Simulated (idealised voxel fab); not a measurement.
Proc. module: voxel released beams
210 nm wide, 5 nm square cells: that's cross-section cut.
Just so we're on the same page, the cross-sections are grids of square cells, and they're listed out in bands top to bottom, each band one or more rows deep.
What a band's entry tells you: where the top is and where the bottom is, as heights in nm, and after that what lies inside, material by material from left to right, each with its width in nm. Empty space is written as the word "air", and a single material marked with the word "throughout" occupies the band from edge to edge.
The reference from which all heights are counted is 0, the level beneath which the as-received wafer is entirely one material; the lowest band, having no lower bound, proceeds downward and is written after the example "0 and below".
Top row gets the first number, bottom row gets the second, and each row in between changes by the same step: that is how a band width like "30->40" works.
"no modifications" -> step changed no cross-section cell.
Basically, "Closed void listing" tells you about the enclosed voids: empty spaces with no open way to the top, 8 cells or bigger, each written width x height at distance, where distance is from the left edge, all in nm.
Text after the settings on a step's line: the simulator's own remark on that step.
overlay nm: right-of-plan distance of the mask on a masked step; negative values mean left-of-plan.

The process steps that were planned are listed below
step 1: RECEIVE with material Si
step 2: CONFORMAL_DEP with material Al2O3, thk nm 10
step 3: DIRECTIONAL_DEP with material SiO2, thk nm 10
step 4: PATTERN with tone open, mask id ANCHOR, material resist, width nm 35, thk nm 15, overlay nm 0
step 5: DIRECTIONAL_ETCH with etch materials SiO2, depth nm 10
step 6: STRIP with etch materials resist
step 7: CONFORMAL_DEP with material SiN, thk nm 15
step 8: PATTERN with tone cover, mask id BEAM, material resist, width nm 105, thk nm 15, overlay nm -15
step 9: DIRECTIONAL_ETCH with etch materials SiN, depth nm 15
step 10: STRIP with etch materials resist
step 11: STRIP with etch materials SiO2
The plan's step 8 overlay nm is the first wafer's value; the wafers differ in this setting and start identical.

Received wafers, first of several: cross-section after step 1
- 0 and below  Si throughout
- Closed void listing: none

First of several wafers in cross-section at module end, following the final step, step 11
- 35 down to 25  35 of air, 35 of SiN, 5 of air, 65 of SiN, 70 of air
- 25 down to 20  35 of air, 105 of SiN, 70 of air
- 20 down to 10  55 of air, 35 of SiN, 120 of air
- 10 down to 0  Al2O3 throughout
- 0 and below  Si throughout
- Closed void listing: none

X-section, last wafer, module end
- 35 down to 25  65 of air, 5 of SiN, 5 of air, 95 of SiN, 40 of air
- 25 down to 20  65 of air, 105 of SiN, 40 of air
- 20 down to 10  55 of air, 35 of SiN, 120 of air
- 10 down to 0  Al2O3 throughout
- 0 and below  Si throughout
- Closed void listing: none

End of module, by wafer: material-by-material cell gain (+) or loss (-) since receipt, then closed voids
overlay nm -15 | +84 Al2O3 | +75 SiN | Closed void listing: none
overlay nm -10 | +84 Al2O3 | +75 SiN | Closed void listing: none
overlay nm -5 | +84 Al2O3 | +75 SiN | Closed void listing: none
overlay nm 0 | +84 Al2O3 | +75 SiN | Closed void listing: none
overlay nm 5 | +84 Al2O3 | +75 SiN | Closed void listing: none
overlay nm 10 | +84 Al2O3 | +75 SiN | Closed void listing: none
overlay nm 15 | +84 Al2O3 | +75 SiN | Closed void listing: none
